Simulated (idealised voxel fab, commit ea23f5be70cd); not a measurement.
Herein follows the process module entitled voxel self aligned vias.
Xsec cut, 220 nm wide, square cell size 5 nm.
Throughout this document, each cross-section is represented as a grid of square cells and is presented as a sequence of bands enumerated from the top downward, where a band comprises one or more rows of cells. Read a band's entry like this: the first values are the height of its top and the height of its bottom in nm, and what follows is the sequence of materials from left to right, each with its width in nm. Note that "empty" is empty space, and that a single material marked "all across" reaches across the band from edge to edge. Where do heights start? At 0: under that level the wafer as delivered is made of one material only. And the lowest band has no floor; it just carries on downward, as in "from 0 down". Quick explanation for "30->40": the width changes in equal steps down the rows of cells, from the first number in the band's top row to the second number in its bottom row. No cell of the cross-section changed in a step that is given as "everything unchanged". So "Tabulated closed voids" is basically the list of trapped voids: any empty space of 8 cells or more that can't reach the top through an opening. They're written width x height at distance, the distance being from the left edge, and it's all nm. Text after the settings on a step's line: the simulator's own remark on that step. overlay nm: step with mask; distance mask lay right of planned place; negative value = left of planned place.
Process steps foreseen in the plan
1) RECEIVE (material Si)
2) CONFORMAL_DEP (material SiO2; thk nm 15)
3) CONFORMAL_DEP (material SiCN; thk nm 5)
4) DIRECTIONAL_DEP (material lowk; thk nm 20)
5) DIRECTIONAL_DEP (material aC; thk nm 10)
6) PATTERN (tone open; mask id LINES; material resist; width nm 25; pitch nm 55; thk nm 25; overlay nm 0)
7) DIRECTIONAL_ETCH (etch materials aC; depth nm 10)
8) STRIP (etch materials resist)
9) DIRECTIONAL_ETCH (etch materials lowk; depth nm 20)
10) STRIP (etch materials aC)
11) CONFORMAL_DEP (material TiN; thk nm 5)
12) FILL_DEP (material W; thk nm 10)
13) CMP (height nm 40)
14) SELECTIVE_ETCH (etch materials W Ru TiN; depth nm 5)
15) FILL_DEP (material SiN; thk nm 10)
16) CMP (height nm 40)
17) DIRECTIONAL_DEP (material lowk; thk nm 20)
18) PATTERN (tone open; mask id VIAS; material resist; width nm 35; pitch nm 110; thk nm 15; overlay nm 0)
19) DIRECTIONAL_ETCH (etch materials lowk; depth nm 20)
20) DIRECTIONAL_ETCH (etch materials SiN; depth nm 5)
21) STRIP (etch materials resist)
22) CONFORMAL_DEP (material TiN; thk nm 5)
23) FILL_DEP (material Cu; thk nm 10)
24) CMP (height nm 60)
25) CONFORMAL_DEP (material SiN; thk nm 5)
Cross-section of the wafer at receipt, which is the condition after step 1
	from 0 down: Si all across
	Tabulated closed voids: none
This is how the wafer looks in cross-section once the module is done, given the starting state and plan above and one mistake in carrying the plan out
	from 65 to 60: SiN all across
	from 60 to 45: lowk: 30 | TiN: 5 | Cu: 35 | TiN: 5 | lowk: 65 | TiN: 5 | Cu: 35 | TiN: 5 | lowk: 35
	from 45 to 40: lowk: 30 | TiN: 15 | Cu: 15 | TiN: 15 | lowk: 65 | TiN: 15 | Cu: 15 | TiN: 15 | lowk: 35
	from 40 to 35: lowk: 40 | TiN: 25 | lowk: 30 | SiN: 25 | lowk: 30 | TiN: 25 | lowk: 45
	from 35 to 25: lowk: 40 | TiN: 5 | W: 15 | TiN: 5 | lowk: 30 | TiN: 5 | W: 15 | TiN: 5 | lowk: 30 | TiN: 5 | W: 15 | TiN: 5 | lowk: 45
	from 25 to 20: lowk: 40 | TiN: 25 | lowk: 30 | TiN: 25 | lowk: 30 | TiN: 25 | lowk: 45
	from 20 to 15: SiCN all across
	from 15 to 0: SiO2 all across
	from 0 down: Si all across
	Tabulated closed voids: none
Which mistake was made when the wafer was run? rather than as planned, step 18 actually ran as PATTERN (tone open; mask id VIAS; material resist; width nm 45; pitch nm 110; thk nm 15; overlay nm 0)
